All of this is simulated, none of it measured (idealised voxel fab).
process module | voxel transistor to metal
cross-section cut | 280 nm wide | cells 5 nm
A cross-section is a grid of square cells, given in bands from the top down. A band is one or more rows of cells.
Each band's line starts with the height of the band's top and of its bottom, in nm. Then come its materials from left to right, each with its width in nm. One material with "throughout" fills the band from edge to edge. "air" is empty space.
Height 0 is the level under which the wafer as received is all one material. The lowest band goes on downwards, as in "0 down".
A width such as "30 to 40" changes by the same amount from each row of cells to the next, from the band's top row to its bottom row.
"no change" after a step means that no cell of the cross-section changed.
closed voids: empty space of 8 cells or more with no open way to the top, each as width x height at its distance from the left edge, in nm
after a step's settings: what the simulator itself notes on the step
overlay nm, on a step with a mask: how far to the right of its planned place the mask lay; to the left if negative
plan
1 op RECEIVE | material Si
2 op CONFORMAL_DEP | material SiO2 | thk nm 5
3 op CONFORMAL_DEP | material SiN | thk nm 15
4 op DIRECTIONAL_DEP | material aC | thk nm 10
5 op PATTERN | tone cover | mask id ACTIVE | material resist | width nm 110 | pitch nm 130 | thk nm 25 | overlay nm 0
6 op DIRECTIONAL_ETCH | etch materials aC | depth nm 10
7 op STRIP | etch materials resist
8 op DIRECTIONAL_ETCH | etch materials SiN | depth nm 15
9 op DIRECTIONAL_ETCH | etch materials SiO2 | depth nm 5
10 op DIRECTIONAL_ETCH | etch materials Si | depth nm 20
11 op STRIP | etch materials aC
12 op FILL_DEP | material SiO2 | thk nm 10
13 op CMP | height nm 20
14 op SELECTIVE_ETCH | etch materials SiO2 | depth nm 15
15 op STRIP | etch materials SiN
16 op SELECTIVE_ETCH | etch materials SiO2 | depth nm 5
17 op OXIDIZE | depth nm 5
18 op DIRECTIONAL_DEP | material polySi | thk nm 25
19 op DIRECTIONAL_DEP | material SiCN | thk nm 10
20 op MASKED_ETCH | tone cover | mask id GATE | width nm 20 | pitch nm 130 | etch materials SiCN | depth nm 20 | overlay nm 0
21 op MASKED_ETCH | tone cover | mask id GATE | width nm 20 | pitch nm 130 | etch materials polySi | depth nm 35 | overlay nm 0
22 op CONFORMAL_DEP | material SiN | thk nm 5
23 op DIRECTIONAL_ETCH | etch materials SiN | depth nm 5
24 op DIRECTIONAL_ETCH | etch materials SiO2 | depth nm 5
25 op DIRECTIONAL_ETCH | etch materials Si | depth nm 10
26 op EPI | material SiGe | thk nm 10
27 op FILL_DEP | material SiO2 | thk nm 10
28 op CMP | height nm 35
29 op DIRECTIONAL_DEP | material SiO2 | thk nm 10
30 op MASKED_ETCH | tone open | mask id CONTACT | width nm 20 | etch materials SiO2 | depth nm 50 | overlay nm 0
31 op CONFORMAL_DEP | material TiN | thk nm 5
32 op FILL_DEP | material Ru | thk nm 10
33 op CMP | height nm 45
34 op CONFORMAL_DEP | material SiCN | thk nm 5
35 op DIRECTIONAL_DEP | material SiO2 | thk nm 20
36 op MASKED_ETCH | tone open | mask id METAL_1 | width nm 20 | etch materials SiO2 | depth nm 20 | overlay nm 0
37 op MASKED_ETCH | tone open | mask id METAL_1 | width nm 20 | etch materials SiCN | depth nm 5 | overlay nm 0
38 op CONFORMAL_DEP | material TiN | thk nm 5
39 op FILL_DEP | material W | thk nm 5
40 op CMP | height nm 70
41 op EPI | material Ru | thk nm 5
42 op FILL_DEP | material SiCN | thk nm 5
43 op DIRECTIONAL_DEP | material lowk | thk nm 25
44 op PATTERN | tone open | mask id METAL_2 | material resist | width nm 20 | pitch nm 130 | thk nm 15 | overlay nm 0
45 op DIRECTIONAL_ETCH | etch materials lowk | depth nm 15
46 op STRIP | etch materials resist
47 op PATTERN | tone open | mask id METAL_2_HOLES | material resist | width nm 15 | pitch nm 130 | thk nm 15 | overlay nm 0
48 op DIRECTIONAL_ETCH | etch materials lowk | depth nm 10
49 op DIRECTIONAL_ETCH | etch materials SiCN | depth nm 5
50 op STRIP | etch materials resist
51 op CONFORMAL_DEP | material TiN | thk nm 5
52 op FILL_DEP | material Cu | thk nm 5
53 op CMP | height nm 105
54 op CONFORMAL_DEP | material SiCN | thk nm 5
as received, after step 1
  0 down: Si throughout
  closed voids: none
a wafer at the end: this start, this plan, one mistake
  110 to 105: SiCN throughout
  105 to 95: lowk 25 | TiN 5 | Cu 10 | TiN 5 | lowk 110 | TiN 5 | Cu 10 | TiN 5 | lowk 105
  95 to 90: lowk 25 | TiN 5 | Cu 5 | TiN 10 | lowk 110 | TiN 5 | Cu 5 | TiN 10 | lowk 105
  90 to 80: lowk 25 | TiN 5 | Cu 5 | TiN 5 | lowk 115 | TiN 5 | Cu 5 | TiN 5 | lowk 110
  80 to 75: SiCN 25 | TiN 15 | SiCN 115 | TiN 15 | SiCN 110
  75 to 70: SiCN 20 | Ru 30 | SiCN 50 | Ru 30 | SiCN 20 | Ru 30 | SiCN 50 | Ru 30 | SiCN 20
  70 to 65: SiO2 25 | TiN 5 | W 10 | TiN 5 | SiO2 60 | TiN 5 | W 10 | TiN 5 | SiO2 30 | TiN 5 | W 10 | TiN 5 | SiO2 60 | TiN 5 | W 10 | TiN 5 | SiO2 25
  65 to 60: SiCN 25 | TiN 20 | SiCN 60 | TiN 20 | SiCN 30 | TiN 20 | SiCN 60 | TiN 20 | SiCN 25
  60 to 50: Ru throughout
  50 to 45: TiN 30 | Ru 10 | TiN 70 | Ru 10 | TiN 40 | Ru 10 | TiN 70 | Ru 10 | TiN 30
  45 to 35: SiO2 25 | TiN 5 | Ru 10 | TiN 5 | SiO2 60 | TiN 5 | Ru 10 | TiN 5 | SiO2 30 | TiN 5 | Ru 10 | TiN 5 | SiO2 60 | TiN 5 | Ru 10 | TiN 5 | SiO2 25
  35 to 25: SiO2 25 | TiN 5 | Ru 10 | TiN 5 | SiO2 15 | SiN 5 | SiCN 20 | SiN 5 | SiO2 15 | TiN 5 | Ru 10 | TiN 5 | SiO2 30 | TiN 5 | Ru 10 | TiN 5 | SiO2 15 | SiN 5 | SiCN 20 | SiN 5 | SiO2 15 | TiN 5 | Ru 10 | TiN 5 | SiO2 25
  25 to 5: SiO2 25 | TiN 5 | Ru 10 | TiN 5 | SiO2 15 | SiN 5 | polySi 20 | SiN 5 | SiO2 15 | TiN 5 | Ru 10 | TiN 5 | SiO2 30 | TiN 5 | Ru 10 | TiN 5 | SiO2 15 | SiN 5 | polySi 20 | SiN 5 | SiO2 15 | TiN 5 | Ru 10 | TiN 5 | SiO2 25
  5 to 0: SiO2 25 | TiN 5 | Ru 10 | TiN 5 | SiO2 5 | SiGe 10 | SiN 5 | polySi 20 | SiN 5 | SiGe 10 | SiO2 5 | TiN 5 | Ru 10 | TiN 5 | SiO2 30 | TiN 5 | Ru 10 | TiN 5 | SiO2 5 | SiGe 10 | SiN 5 | polySi 20 | SiN 5 | SiGe 10 | SiO2 5 | TiN 5 | Ru 10 | TiN 5 | SiO2 25
  0 to -5: SiO2 25 | TiN 20 | SiO2 5 | SiGe 10 | SiO2 30 | SiGe 10 | SiO2 5 | TiN 20 | SiO2 30 | TiN 20 | SiO2 5 | SiGe 10 | SiO2 30 | SiGe 10 | SiO2 5 | TiN 20 | SiO2 25
  -5 to -15: SiO2 20 | SiGe 40 | Si 30 | SiGe 40 | SiO2 20 | SiGe 40 | Si 30 | SiGe 40 | SiO2 20
  -15 to -20: SiO2 20 | Si 110 | SiO2 20 | Si 110 | SiO2 20
  -20 down: Si throughout
  closed voids: none
what went wrong: step 33 was left out
